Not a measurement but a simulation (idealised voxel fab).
The following process module bears the name voxel fin reveal.
Section shown: cut. Width: 280 nm. Cell size: 5 nm, square.
How to read a cross-section here: the picture is a grid of square cells, written as bands going from the top down, and any band can span one or more rows of cells.
What a band's entry tells you: where the top is and where the bottom is, as heights in nm, and after that what lies inside, material by material from left to right, each with its width in nm. Empty space is written as the word "empty", and a single material marked with the word "everywhere" occupies the band from edge to edge.
It should be noted that heights are counted from 0, beneath which the wafer as supplied is of one material throughout, and that the lowest band possesses no lower boundary but continues downward, as written in "0 down".
A two-number width, for instance "30 to 40", indicates that the width is equal to the first number in the top row of the band and to the second number in the bottom row, and that it changes by a constant amount per row of cells.
Basically "same as before" means that step didn't change any cell in the cross-section.
Entry "Enclosed void inventory" = empty spaces >= 8 cells with no open way to the top; each as width x height at distance, distance from left edge, all nm.
Read whatever lies past the settings on a step's line as the simulator's own remark about the step.
For masked steps, "overlay nm" on the step line gives how far right of plan the mask actually lay; a minus sign means it lay to the left.
List of planned process steps
step 1: RECEIVE,material Si
step 2: CONFORMAL_DEP,material SiN,thk nm 5
step 3: DIRECTIONAL_DEP,material aC,thk nm 15
step 4: PATTERN,tone cover,mask id FINS,material resist,width nm 15,pitch nm 40,thk nm 30,overlay nm 0
step 5: DIRECTIONAL_ETCH,etch materials aC,depth nm 15
step 6: STRIP,etch materials resist
step 7: DIRECTIONAL_ETCH,etch materials SiN,depth nm 5
step 8: DIRECTIONAL_ETCH,etch materials Si,depth nm 40
step 9: STRIP,etch materials aC
step 10: FILL_DEP,material SiO2,thk nm 5
step 11: CMP,height nm 5
step 12: SELECTIVE_ETCH,etch materials SiO2,depth nm 35
step 13: STRIP,etch materials SiN
Step 1 complete: cross-section of the wafer as received
    0 down  Si everywhere
    Enclosed void inventory: none
First of two wafers: cross-section at end of module, run per plan
    0 to -30  empty: 70, Si: 15, empty: 25, Si: 15, empty: 25, Si: 15, empty: 25, Si: 15, empty: 75
    -30 to -40  SiO2: 70, Si: 15, SiO2: 25, Si: 15, SiO2: 25, Si: 15, SiO2: 25, Si: 15, SiO2: 75
    -40 down  Si everywhere
    Enclosed void inventory: none
Here is the second of the two wafers cut open at the end of the module - same start, same plan as the first one, but we made one mistake running it
    0 to -30  empty: 70, Si: 15, empty: 25, Si: 15, empty: 25, Si: 15, empty: 25, Si: 15, empty: 75
    -30 to -35  SiO2: 35, empty: 35, Si: 15, empty: 25, Si: 15, empty: 25, Si: 15, empty: 25, Si: 15, empty: 35, SiO2: 40
    -35 to -40  SiO2: 70, Si: 15, SiO2: 25, Si: 15, SiO2: 25, Si: 15, SiO2: 25, Si: 15, SiO2: 75
    -40 down  Si everywhere
    Enclosed void inventory: none
What was the processing mistake? the intended sequence of steps 12 and 13 was reversed during processing, with each occupying the position of the other
FYI, end of process, the second wafer has more or fewer cells of some materials than the first: 29 fewer of SiO2
